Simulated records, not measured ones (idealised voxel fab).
Process module under the name voxel transistor to metal
cross-section cut | 265 nm wide | cells 5 nm
In this document a cross-section is written as a grid of square cells. It is given as a series of bands, listed from the top down, and a band is one or more rows of cells. Top height, bottom height, nm. Materials left to right, width each, nm. Single material + "throughout" = fills band edge to edge. "blank" = empty. The reference from which all heights are counted is 0, the level beneath which the as-received wafer is entirely one material; the lowest band, having no lower bound, proceeds downward and is written after the example "0 and below". Graded width ("30 to 40"): value in top row of band = first number; value in bottom row = second number; row-to-row change constant. Step marked "left unchanged"? Then no cell in the cross-section changed in it. In the "Tabulated closed voids" entry, you get each enclosed empty space of 8 cells or more, one with no open way to the top, written width x height at distance, distance from the left edge, in nm. Anything after a step's settings on that line? It's the simulator's own note about the step. overlay nm, on a step with a mask: how far to the right of its planned place the mask lay; to the left if negative.

-- So here's the lineup of process steps we planned
- 1: RECEIVE | material Si
- 2: OXIDIZE | depth nm 5
- 3: CONFORMAL_DEP | material SiN | thk nm 15
- 4: MASKED_ETCH | tone cover | mask id ACTIVE | width nm 105 | pitch nm 130 | etch materials SiN | depth nm 15 | overlay nm 0
- 5: MASKED_ETCH | tone cover | mask id ACTIVE | width nm 105 | pitch nm 130 | etch materials SiO2 | depth nm 5 | overlay nm 0
- 6: MASKED_ETCH | tone cover | mask id ACTIVE | width nm 105 | pitch nm 130 | etch materials Si | depth nm 30 | overlay nm 0
- 7: OXIDIZE | depth nm 5
- 8: FILL_DEP | material SiO2 | thk nm 5
- 9: CMP | height nm 15
- 10: SELECTIVE_ETCH | etch materials SiO2 | depth nm 10
- 11: STRIP | etch materials SiN
- 12: SELECTIVE_ETCH | etch materials SiO2 | depth nm 5
- 13: OXIDIZE | depth nm 5
- 14: DIRECTIONAL_DEP | material polySi | thk nm 20
- 15: DIRECTIONAL_DEP | material SiCN | thk nm 15
- 16: DIRECTIONAL_DEP | material aC | thk nm 15
- 17: PATTERN | tone cover | mask id GATE | material resist | width nm 15 | pitch nm 130 | thk nm 35 | overlay nm 0
- 18: DIRECTIONAL_ETCH | etch materials aC | depth nm 15
- 19: STRIP | etch materials resist
- 20: DIRECTIONAL_ETCH | etch materials SiCN | depth nm 25
- 21: DIRECTIONAL_ETCH | etch materials polySi | depth nm 30
- 22: STRIP | etch materials aC
- 23: CONFORMAL_DEP | material SiO2 | thk nm 5
- 24: DIRECTIONAL_ETCH | etch materials SiO2 | depth nm 5
- 25: CONFORMAL_DEP | material SiN | thk nm 10
- 26: DIRECTIONAL_ETCH | etch materials SiN | depth nm 10
- 27: DIRECTIONAL_ETCH | etch materials SiO2 | depth nm 5
- 28: DIRECTIONAL_ETCH | etch materials Si | depth nm 15
- 29: EPI | material SiGe | thk nm 15
- 30: FILL_DEP | material SiO2 | thk nm 10
- 31: CMP | height nm 30
- 32: DIRECTIONAL_DEP | material SiO2 | thk nm 10
- 33: DIRECTIONAL_DEP | material aC | thk nm 15
- 34: PATTERN | tone open | mask id CONTACT | material resist | width nm 35 | thk nm 35 | overlay nm 0
- 35: DIRECTIONAL_ETCH | etch materials aC | depth nm 15
- 36: STRIP | etch materials resist
- 37: DIRECTIONAL_ETCH | etch materials SiO2 | depth nm 35
- 38: STRIP | etch materials aC
- 39: CONFORMAL_DEP | material TiN | thk nm 5
- 40: FILL_DEP | material Ru | thk nm 10
- 41: CMP | height nm 40
- 42: CONFORMAL_DEP | material SiN | thk nm 5
- 43: DIRECTIONAL_DEP | material SiO2 | thk nm 20
- 44: MASKED_ETCH | tone open | mask id METAL_1 | width nm 20 | etch materials SiO2 | depth nm 20 | overlay nm 0
- 45: MASKED_ETCH | tone open | mask id METAL_1 | width nm 20 | etch materials SiN | depth nm 5 | overlay nm 0
- 46: CONFORMAL_DEP | material TiN | thk nm 5
- 47: FILL_DEP | material Cu | thk nm 10
- 48: CMP | height nm 65
- 49: CONFORMAL_DEP | material SiCN | thk nm 5

-- So this is the incoming wafer in cross-section - it's already been through step 1
* 0 and below = Si throughout
* Tabulated closed voids: none

-- Figure: cross-sectional view of the wafer upon completion of the module, processed from the initial state and according to the plan depicted above, with one error introduced during execution
* 70 down to 65 = SiCN throughout
* 65 down to 45 = SiO2: 20 / TiN: 5 / Cu: 10 / TiN: 5 / SiO2: 55 / TiN: 5 / Cu: 10 / TiN: 5 / SiO2: 35 / TiN: 5 / Cu: 10 / TiN: 5 / SiO2: 55 / TiN: 5 / Cu: 10 / TiN: 5 / SiO2: 20
* 45 down to 40 = SiN: 20 / TiN: 20 / SiN: 55 / TiN: 20 / SiN: 35 / TiN: 20 / SiN: 55 / TiN: 20 / SiN: 20
* 40 down to 30 = SiO2: 20 / TiN: 5 / Ru: 25 to 15 / TiN: 5 to 15 / SiO2: 25 / TiN: 5 to 15 / Ru: 25 to 15 / TiN: 5 / SiO2: 35 / TiN: 5 / Ru: 25 to 15 / TiN: 5 to 15 / SiO2: 25 / TiN: 5 to 15 / Ru: 25 to 15 / TiN: 5 / SiO2: 20
* 30 down to 20 = SiO2: 20 / TiN: 5 / Ru: 15 / TiN: 5 / SiN: 10 / SiO2: 5 / SiCN: 15 / SiO2: 5 / SiN: 10 / TiN: 5 / Ru: 15 / TiN: 5 / SiO2: 35 / TiN: 5 / Ru: 15 / TiN: 5 / SiN: 10 / SiO2: 5 / SiCN: 15 / SiO2: 5 / SiN: 10 / TiN: 5 / Ru: 15 / TiN: 5 / SiO2: 20
* 20 down to 15 = SiO2: 20 / TiN: 5 / Ru: 15 / TiN: 5 / SiN: 10 / SiO2: 5 / polySi: 15 / SiO2: 5 / SiN: 10 / TiN: 5 / Ru: 15 / TiN: 5 / SiO2: 35 / TiN: 5 / Ru: 15 / TiN: 5 / SiN: 10 / SiO2: 5 / polySi: 15 / SiO2: 5 / SiN: 10 / TiN: 5 / Ru: 15 / TiN: 5 / SiO2: 20
* 15 down to 10 = SiO2: 20 / TiN: 25 / SiN: 10 / SiO2: 5 / polySi: 15 / SiO2: 5 / SiN: 10 / TiN: 25 / SiO2: 35 / TiN: 25 / SiN: 10 / SiO2: 5 / polySi: 15 / SiO2: 5 / SiN: 10 / TiN: 25 / SiO2: 20
* 10 down to 5 = SiO2: 20 / TiN: 10 / SiGe: 15 / SiN: 10 / SiO2: 5 / polySi: 15 / SiO2: 5 / SiN: 10 / SiGe: 15 / TiN: 10 / SiO2: 35 / TiN: 10 / SiGe: 15 / SiN: 10 / SiO2: 5 / polySi: 15 / SiO2: 5 / SiN: 10 / SiGe: 15 / TiN: 10 / SiO2: 20
* 5 down to 0 = SiGe: 10 / SiO2: 5 / SiGe: 30 / SiN: 10 / SiO2: 5 / polySi: 15 / SiO2: 5 / SiN: 10 / SiGe: 30 / SiO2: 5 / SiGe: 15 / SiO2: 5 / SiGe: 30 / SiN: 10 / SiO2: 5 / polySi: 15 / SiO2: 5 / SiN: 10 / SiGe: 30 / SiO2: 5 / SiGe: 10
* 0 down to -5 = SiGe: 5 / SiN: 10 / SiGe: 30 / SiO2: 45 / SiGe: 30 / SiN: 10 / SiGe: 5 / SiN: 10 / SiGe: 30 / SiO2: 45 / SiGe: 30 / SiN: 10 / SiGe: 5
* -5 down to -10 = SiGe: 5 / SiO2: 20 / SiGe: 20 / Si: 45 / SiGe: 20 / SiO2: 20 / SiGe: 5 / SiO2: 20 / SiGe: 20 / Si: 45 / SiGe: 20 / SiO2: 20 / SiGe: 5
* -10 down to -20 = SiGe: 5 / Si: 20 / SiGe: 20 / Si: 45 / SiGe: 20 / Si: 20 / SiGe: 5 / Si: 20 / SiGe: 20 / Si: 45 / SiGe: 20 / Si: 20 / SiGe: 5
* -20 down to -25 = SiGe: 5 / Si: 125 / SiGe: 5 / Si: 125 / SiGe: 5
* -25 and below = Si throughout
* Tabulated closed voids: none
What broke from the plan during processing? step 4 ran as: MASKED_ETCH | tone open | mask id ACTIVE | width nm 105 | pitch nm 130 | etch materials SiN | depth nm 15 | overlay nm 0
